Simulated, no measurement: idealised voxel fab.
A process module follows: voxel self aligned vias.
Each square cell in cross-section cut measures 5 nm, and the section as a whole is 250 nm wide.
How to read a cross-section here: the picture is a grid of square cells, written as bands going from the top down, and any band can span one or more rows of cells. Look at the band entry: it leads with the top's height and the bottom's height in nm. Then it lists the materials left to right, with a width in nm for each. The word "all across" on a single material says that material fills the band edge to edge. The word "blank" is empty space. Beneath 0, the wafer as received is one material, and that level is where height counting begins. The lowest band goes on downward without a bottom; it is written like "top 0, no bottom". With a width like "30..40", each row of cells in the band differs from the next by the same amount, the top row carrying the first number and the bottom row the second. "changes: none", as given for a step, is the statement that not any cell of the cross-section underwent a change during that step. What "Trapped voids" gives you is every empty space of 8 cells or more that is cut off from the top. Each appears as width x height at distance, with the distance taken from the left edge and width, height and distance all in nm. Text after the settings on a step's line: the simulator's own remark on that step. The line of a step may include "overlay nm". On a step with a mask, this value is how far to the right of its planned place the mask lay. A negative value means the mask lay to the left.

So here's the lineup of process steps we planned
1 RECEIVE: material Si
2 CONFORMAL_DEP: material SiO2, thk nm 15
3 CONFORMAL_DEP: material SiCN, thk nm 5
4 DIRECTIONAL_DEP: material SiO2, thk nm 30
5 DIRECTIONAL_DEP: material aC, thk nm 15
6 PATTERN: tone open, mask id LINES, material resist, width nm 30, pitch nm 75, thk nm 35, overlay nm 0
7 DIRECTIONAL_ETCH: etch materials aC, depth nm 15
8 STRIP: etch materials resist
9 DIRECTIONAL_ETCH: etch materials SiO2, depth nm 30
10 STRIP: etch materials aC
11 CONFORMAL_DEP: material TiN, thk nm 5
12 FILL_DEP: material W, thk nm 10
13 CMP: height nm 50
14 SELECTIVE_ETCH: etch materials W Ru TiN, depth nm 5
15 FILL_DEP: material SiN, thk nm 5
16 CMP: height nm 50
17 DIRECTIONAL_DEP: material SiO2, thk nm 20
18 PATTERN: tone open, mask id VIAS, material resist, width nm 50, pitch nm 150, thk nm 15, overlay nm 0
19 DIRECTIONAL_ETCH: etch materials SiO2, depth nm 20
20 DIRECTIONAL_ETCH: etch materials SiN, depth nm 5
21 STRIP: etch materials resist
22 CONFORMAL_DEP: material TiN, thk nm 5
23 FILL_DEP: material Cu, thk nm 10
24 CMP: height nm 70
25 CONFORMAL_DEP: material SiN, thk nm 5

First wafer out of two, processed as planned

Received-state cross-section, reflecting completion of step 1
  top 0, no bottom: Si all across
  Trapped voids: none

You're looking at a cross-section of the wafer after step 2
  top 15, bottom 0: SiO2 all across
  Whatever lies below 0 is exactly as it was before.

You're looking at a cross-section of the wafer after step 3
  top 20, bottom 15: SiCN all across
  Whatever lies below 15 is exactly as it was before.

You're looking at a cross-section of the wafer after step 4
  top 50, bottom 20: SiO2 all across
  Whatever lies below 20 is exactly as it was before.

You're looking at a cross-section of the wafer after step 5
  top 65, bottom 50: aC all across
  Whatever lies below 50 is exactly as it was before.

You're looking at a cross-section of the wafer after step 6
  top 100, bottom 65: resist 35 nm, then blank 30 nm, then resist 45 nm, then blank 30 nm, then resist 45 nm, then blank 30 nm, then resist 35 nm
  Whatever lies below 65 is exactly as it was before.

You're looking at a cross-section of the wafer after step 7
  top 85, bottom 65: resist 35 nm, then blank 30 nm, then resist 45 nm, then blank 30 nm, then resist 45 nm, then blank 30 nm, then resist 35 nm
  top 65, bottom 50: aC 35 nm, then blank 30 nm, then aC 45 nm, then blank 30 nm, then aC 45 nm, then blank 30 nm, then aC 35 nm
  Whatever lies below 50 is exactly as it was before.

You're looking at a cross-section of the wafer after step 8
  top 65, bottom 50: aC 35 nm, then blank 30 nm, then aC 45 nm, then blank 30 nm, then aC 45 nm, then blank 30 nm, then aC 35 nm
  Whatever lies below 50 is exactly as it was before.

You're looking at a cross-section of the wafer after step 9
  top 65, bottom 50: aC 35 nm, then blank 30 nm, then aC 45 nm, then blank 30 nm, then aC 45 nm, then blank 30 nm, then aC 35 nm
  top 50, bottom 20: SiO2 35 nm, then blank 30 nm, then SiO2 45 nm, then blank 30 nm, then SiO2 45 nm, then blank 30 nm, then SiO2 35 nm
  Whatever lies below 20 is exactly as it was before.

You're looking at a cross-section of the wafer after step 10
  top 50, bottom 20: SiO2 35 nm, then blank 30 nm, then SiO2 45 nm, then blank 30 nm, then SiO2 45 nm, then blank 30 nm, then SiO2 35 nm
  Whatever lies below 20 is exactly as it was before.

You're looking at a cross-section of the wafer after step 11
  top 55, bottom 50: TiN 40 nm, then blank 20 nm, then TiN 55 nm, then blank 20 nm, then TiN 55 nm, then blank 20 nm, then TiN 40 nm
  top 50, bottom 25: SiO2 35 nm, then TiN 5 nm, then blank 20 nm, then TiN 5 nm, then SiO2 45 nm, then TiN 5 nm, then blank 20 nm, then TiN 5 nm, then SiO2 45 nm, then TiN 5 nm, then blank 20 nm, then TiN 5 nm, then SiO2 35 nm
  top 25, bottom 20: SiO2 35 nm, then TiN 30 nm, then SiO2 45 nm, then TiN 30 nm, then SiO2 45 nm, then TiN 30 nm, then SiO2 35 nm
  Whatever lies below 20 is exactly as it was before.

You're looking at a cross-section of the wafer after step 12
  top 65, bottom 55: W all across
  top 55, bottom 50: TiN 40 nm, then W 20 nm, then TiN 55 nm, then W 20 nm, then TiN 55 nm, then W 20 nm, then TiN 40 nm
  top 50, bottom 25: SiO2 35 nm, then TiN 5 nm, then W 20 nm, then TiN 5 nm, then SiO2 45 nm, then TiN 5 nm, then W 20 nm, then TiN 5 nm, then SiO2 45 nm, then TiN 5 nm, then W 20 nm, then TiN 5 nm, then SiO2 35 nm
  Whatever lies below 25 is exactly as it was before.

You're looking at a cross-section of the wafer after step 13
  top 50, bottom 25: SiO2 35 nm, then TiN 5 nm, then W 20 nm, then TiN 5 nm, then SiO2 45 nm, then TiN 5 nm, then W 20 nm, then TiN 5 nm, then SiO2 45 nm, then TiN 5 nm, then W 20 nm, then TiN 5 nm, then SiO2 35 nm
  Whatever lies below 25 is exactly as it was before.

You're looking at a cross-section of the wafer after step 14
  top 50, bottom 45: SiO2 35 nm, then blank 30 nm, then SiO2 45 nm, then blank 30 nm, then SiO2 45 nm, then blank 30 nm, then SiO2 35 nm
  Whatever lies below 45 is exactly as it was before.

You're looking at a cross-section of the wafer after step 15
  top 55, bottom 50: SiN all across
  top 50, bottom 45: SiO2 35 nm, then SiN 30 nm, then SiO2 45 nm, then SiN 30 nm, then SiO2 45 nm, then SiN 30 nm, then SiO2 35 nm
  Whatever lies below 45 is exactly as it was before.

You're looking at a cross-section of the wafer after step 16
  top 50, bottom 45: SiO2 35 nm, then SiN 30 nm, then SiO2 45 nm, then SiN 30 nm, then SiO2 45 nm, then SiN 30 nm, then SiO2 35 nm
  Whatever lies below 45 is exactly as it was before.

You're looking at a cross-section of the wafer after step 17
  top 70, bottom 50: SiO2 all across
  Whatever lies below 50 is exactly as it was before.

You're looking at a cross-section of the wafer after step 18
  top 85, bottom 70: resist 25 nm, then blank 50 nm, then resist 100 nm, then blank 50 nm, then resist 25 nm
  Whatever lies below 70 is exactly as it was before.

You're looking at a cross-section of the wafer after step 19
  top 85, bottom 70: resist 25 nm, then blank 50 nm, then resist 100 nm, then blank 50 nm, then resist 25 nm
  top 70, bottom 50: SiO2 25 nm, then blank 50 nm, then SiO2 100 nm, then blank 50 nm, then SiO2 25 nm
  Whatever lies below 50 is exactly as it was before.

You're looking at a cross-section of the wafer after step 20
  top 85, bottom 70: resist 25 nm, then blank 50 nm, then resist 100 nm, then blank 50 nm, then resist 25 nm
  top 70, bottom 50: SiO2 25 nm, then blank 50 nm, then SiO2 100 nm, then blank 50 nm, then SiO2 25 nm
  top 50, bottom 45: SiO2 35 nm, then blank 30 nm, then SiO2 45 nm, then SiN 30 nm, then SiO2 45 nm, then blank 30 nm, then SiO2 35 nm
  Whatever lies below 45 is exactly as it was before.

You're looking at a cross-section of the wafer after step 21
  top 70, bottom 50: SiO2 25 nm, then blank 50 nm, then SiO2 100 nm, then blank 50 nm, then SiO2 25 nm
  Whatever lies below 50 is exactly as it was before.

You're looking at a cross-section of the wafer after step 22
  top 75, bottom 70: TiN 30 nm, then blank 40 nm, then TiN 110 nm, then blank 40 nm, then TiN 30 nm
  top 70, bottom 55: SiO2 25 nm, then TiN 5 nm, then blank 40 nm, then TiN 5 nm, then SiO2 100 nm, then TiN 5 nm, then blank 40 nm, then TiN 5 nm, then SiO2 25 nm
  top 55, bottom 50: SiO2 25 nm, then TiN 15 nm, then blank 20 nm, then TiN 15 nm, then SiO2 100 nm, then TiN 15 nm, then blank 20 nm, then TiN 15 nm, then SiO2 25 nm
  top 50, bottom 45: SiO2 35 nm, then TiN 30 nm, then SiO2 45 nm, then SiN 30 nm, then SiO2 45 nm, then TiN 30 nm, then SiO2 35 nm
  Whatever lies below 45 is exactly as it was before.

You're looking at a cross-section of the wafer after step 23
  top 85, bottom 75: Cu all across
  top 75, bottom 70: TiN 30 nm, then Cu 40 nm, then TiN 110 nm, then Cu 40 nm, then TiN 30 nm
  top 70, bottom 55: SiO2 25 nm, then TiN 5 nm, then Cu 40 nm, then TiN 5 nm, then SiO2 100 nm, then TiN 5 nm, then Cu 40 nm, then TiN 5 nm, then SiO2 25 nm
  top 55, bottom 50: SiO2 25 nm, then TiN 15 nm, then Cu 20 nm, then TiN 15 nm, then SiO2 100 nm, then TiN 15 nm, then Cu 20 nm, then TiN 15 nm, then SiO2 25 nm
  Whatever lies below 50 is exactly as it was before.

You're looking at a cross-section of the wafer after step 24
  top 70, bottom 55: SiO2 25 nm, then TiN 5 nm, then Cu 40 nm, then TiN 5 nm, then SiO2 100 nm, then TiN 5 nm, then Cu 40 nm, then TiN 5 nm, then SiO2 25 nm
  Whatever lies below 55 is exactly as it was before.

You're looking at a cross-section of the wafer after step 25
  top 75, bottom 70: SiN all across
  Whatever lies below 70 is exactly as it was before.

Second Wafer (Identical Start and Plan, One Processing Error; Matches First Wafer Through Step 17)

The second wafer cut through, at the time step 18 was supposed to be finished
  top 85, bottom 70: resist 30 nm, then blank 50 nm, then resist 100 nm, then blank 50 nm, then resist 20 nm
  Whatever lies below 70 is exactly as it was before.

The second wafer cut through, at the time step 19 was supposed to be finished
  top 85, bottom 70: resist 30 nm, then blank 50 nm, then resist 100 nm, then blank 50 nm, then resist 20 nm
  top 70, bottom 50: SiO2 30 nm, then blank 50 nm, then SiO2 100 nm, then blank 50 nm, then SiO2 20 nm
  Whatever lies below 50 is exactly as it was before.

The second wafer cut through, at the time step 20 was supposed to be finished
  top 85, bottom 70: resist 30 nm, then blank 50 nm, then resist 100 nm, then blank 50 nm, then resist 20 nm
  top 70, bottom 50: SiO2 30 nm, then blank 50 nm, then SiO2 100 nm, then blank 50 nm, then SiO2 20 nm
  top 50, bottom 45: SiO2 35 nm, then blank 30 nm, then SiO2 45 nm, then SiN 30 nm, then SiO2 45 nm, then blank 30 nm, then SiO2 35 nm
  Whatever lies below 45 is exactly as it was before.

The second wafer cut through, at the time step 21 was supposed to be finished
  top 70, bottom 50: SiO2 30 nm, then blank 50 nm, then SiO2 100 nm, then blank 50 nm, then SiO2 20 nm
  Whatever lies below 50 is exactly as it was before.

The second wafer cut through, at the time step 22 was supposed to be finished
  top 75, bottom 70: TiN 35 nm, then blank 40 nm, then TiN 110 nm, then blank 40 nm, then TiN 25 nm
  top 70, bottom 55: SiO2 30 nm, then TiN 5 nm, then blank 40 nm, then TiN 5 nm, then SiO2 100 nm, then TiN 5 nm, then blank 40 nm, then TiN 5 nm, then SiO2 20 nm
  top 55, bottom 50: SiO2 30 nm, then TiN 10 nm, then blank 20 nm, then TiN 20 nm, then SiO2 100 nm, then TiN 10 nm, then blank 20 nm, then TiN 20 nm, then SiO2 20 nm
  top 50, bottom 45: SiO2 35 nm, then TiN 30 nm, then SiO2 45 nm, then SiN 30 nm, then SiO2 45 nm, then TiN 30 nm, then SiO2 35 nm
  Whatever lies below 45 is exactly as it was before.

The second wafer cut through, at the time step 23 was supposed to be finished
  top 85, bottom 75: Cu all across
  top 75, bottom 70: TiN 35 nm, then Cu 40 nm, then TiN 110 nm, then Cu 40 nm, then TiN 25 nm
  top 70, bottom 55: SiO2 30 nm, then TiN 5 nm, then Cu 40 nm, then TiN 5 nm, then SiO2 100 nm, then TiN 5 nm, then Cu 40 nm, then TiN 5 nm, then SiO2 20 nm
  top 55, bottom 50: SiO2 30 nm, then TiN 10 nm, then Cu 20 nm, then TiN 20 nm, then SiO2 100 nm, then TiN 10 nm, then Cu 20 nm, then TiN 20 nm, then SiO2 20 nm
  Whatever lies below 50 is exactly as it was before.

The second wafer cut through, at the time step 24 was supposed to be finished
  top 70, bottom 55: SiO2 30 nm, then TiN 5 nm, then Cu 40 nm, then TiN 5 nm, then SiO2 100 nm, then TiN 5 nm, then Cu 40 nm, then TiN 5 nm, then SiO2 20 nm
  Whatever lies below 55 is exactly as it was before.

The second wafer cut through, at the time step 25 was supposed to be finished
  top 75, bottom 70: SiN all across
  Whatever lies below 70 is exactly as it was before.
Diagnosis: rather than as planned, step 18 actually ran as PATTERN: tone open, mask id VIAS, material resist, width nm 50, pitch nm 150, thk nm 15, overlay nm 5
Heads up: at the end the two wafers have identical cell counts per material, they're just laid out differently.
